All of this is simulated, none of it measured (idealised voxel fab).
Process module name: voxel self aligned vias
We display cut, a cross-section 300 nm in width whose square cells are each 5 nm.
Cross-sections here: square-cell grids, written as top-down lists of bands, a band being one or more rows of cells.
The band entry comprises the height of the band's top followed by the height of its bottom, expressed in nm, and subsequently the band's materials from left to right, each stated together with its width in nm. Where a single material is marked with the word "everywhere", that material fills the band from edge to edge. The word "air" represents empty space.
We count height from 0. Below that, the starting wafer is all one material. The lowest band never ends at the bottom but goes on down; see "0 nm and below" for how that is written.
Graded width ("30..40"): value in top row of band = first number; value in bottom row = second number; row-to-row change constant.
Key: "identical to before" - step with no changed cell in the cross-section.
Empty spaces counting at least 8 cells and having no open way to the top are listed in "Non-vented voids". The notation width x height at distance is used for each, the distance being from the left edge and all three values in nm.
On each step's line, the part that comes after the settings is the simulator's own comment on the step.
overlay nm: right-of-plan distance of the mask on a masked step; negative values mean left-of-plan.

### Process steps - plan
step 1: RECEIVE (material Si)
step 2: CONFORMAL_DEP (material SiO2; thk nm 15)
step 3: CONFORMAL_DEP (material SiCN; thk nm 5)
step 4: DIRECTIONAL_DEP (material SiO2; thk nm 25)
step 5: PATTERN (tone open; mask id LINES; material resist; width nm 20; pitch nm 60; thk nm 15; overlay nm 0)
step 6: DIRECTIONAL_ETCH (etch materials SiO2; depth nm 25)
step 7: STRIP (etch materials resist)
step 8: CONFORMAL_DEP (material TiN; thk nm 5)
step 9: FILL_DEP (material W; thk nm 10)
step 10: CMP (height nm 40)
step 11: SELECTIVE_ETCH (etch materials W Ru TiN; depth nm 5)
step 12: FILL_DEP (material SiN; thk nm 5)
step 13: CMP (height nm 45)
step 14: DIRECTIONAL_DEP (material SiO2; thk nm 20)
step 15: DIRECTIONAL_DEP (material aC; thk nm 10)
step 16: PATTERN (tone open; mask id VIAS; material resist; width nm 40; pitch nm 60; thk nm 30; overlay nm 0)
step 17: DIRECTIONAL_ETCH (etch materials aC; depth nm 10)
step 18: STRIP (etch materials resist)
step 19: DIRECTIONAL_ETCH (etch materials SiO2; depth nm 20)
step 20: DIRECTIONAL_ETCH (etch materials SiN; depth nm 5)
step 21: STRIP (etch materials aC)
step 22: CONFORMAL_DEP (material TiN; thk nm 5)
step 23: FILL_DEP (material Ru; thk nm 10)
step 24: CMP (height nm 65)
step 25: CONFORMAL_DEP (material SiN; thk nm 5)
Heads up: all these wafers start the same, and what changes between them is the height nm in step 10. The value you see in the plan is just what the first wafer got.

### Cut through the first of several wafers as received, post step 1
0 nm and below  Si everywhere
Non-vented voids: none

### Cross-section, first of several wafers, end of module, after last step 25
70 nm to 65 nm  SiN everywhere
65 nm to 45 nm  SiO2: 70, then TiN: 5, then Ru: 30, then TiN: 5, then SiO2: 20, then TiN: 5, then Ru: 30, then TiN: 5, then SiO2: 20, then TiN: 5, then Ru: 30, then TiN: 5, then SiO2: 70
45 nm to 40 nm  SiN: 70, then TiN: 40, then SiN: 20, then TiN: 40, then SiN: 20, then TiN: 40, then SiN: 70
40 nm to 35 nm  SiO2: 80, then SiN: 20, then SiO2: 40, then SiN: 20, then SiO2: 40, then SiN: 20, then SiO2: 80
35 nm to 25 nm  SiO2: 80, then TiN: 5, then W: 10, then TiN: 5, then SiO2: 40, then TiN: 5, then W: 10, then TiN: 5, then SiO2: 40, then TiN: 5, then W: 10, then TiN: 5, then SiO2: 80
25 nm to 20 nm  SiO2: 80, then TiN: 20, then SiO2: 40, then TiN: 20, then SiO2: 40, then TiN: 20, then SiO2: 80
20 nm to 15 nm  SiCN everywhere
15 nm to 0 nm  SiO2 everywhere
0 nm and below  Si everywhere
Non-vented voids: none

### Cross-section of the final wafer among several, taken at the end of the module
70 nm to 65 nm  SiN everywhere
65 nm to 50 nm  SiO2: 70, then TiN: 5, then Ru: 30, then TiN: 5, then SiO2: 20, then TiN: 5, then Ru: 30, then TiN: 5, then SiO2: 20, then TiN: 5, then Ru: 30, then TiN: 5, then SiO2: 70
50 nm to 45 nm  SiO2: 70, then TiN: 40, then SiO2: 20, then TiN: 40, then SiO2: 20, then TiN: 40, then SiO2: 70
45 nm to 25 nm  SiO2: 80, then TiN: 5, then W: 10, then TiN: 5, then SiO2: 40, then TiN: 5, then W: 10, then TiN: 5, then SiO2: 40, then TiN: 5, then W: 10, then TiN: 5, then SiO2: 80
25 nm to 20 nm  SiO2: 80, then TiN: 20, then SiO2: 40, then TiN: 20, then SiO2: 40, then TiN: 20, then SiO2: 80
20 nm to 15 nm  SiCN everywhere
15 nm to 0 nm  SiO2 everywhere
0 nm and below  Si everywhere
Non-vented voids: none

### Wafer rows, end of module: cells per material gained (+) or lost (-) since receipt; closed voids last
height nm 40, +72 Ru, +60 SiCN, +108 SiN, +516 SiO2, +72 TiN, +12 W, Non-vented voids: none
height nm 45, +60 Ru, +60 SiCN, +60 SiN, +564 SiO2, +78 TiN, +18 W, Non-vented voids: none
height nm 50, +54 Ru, +60 SiCN, +60 SiN, +564 SiO2, +78 TiN, +24 W, Non-vented voids: none
height nm 55, +54 Ru, +60 SiCN, +60 SiN, +564 SiO2, +78 TiN, +24 W, Non-vented voids: none
height nm 60, +54 Ru, +60 SiCN, +60 SiN, +564 SiO2, +78 TiN, +24 W, Non-vented voids: none
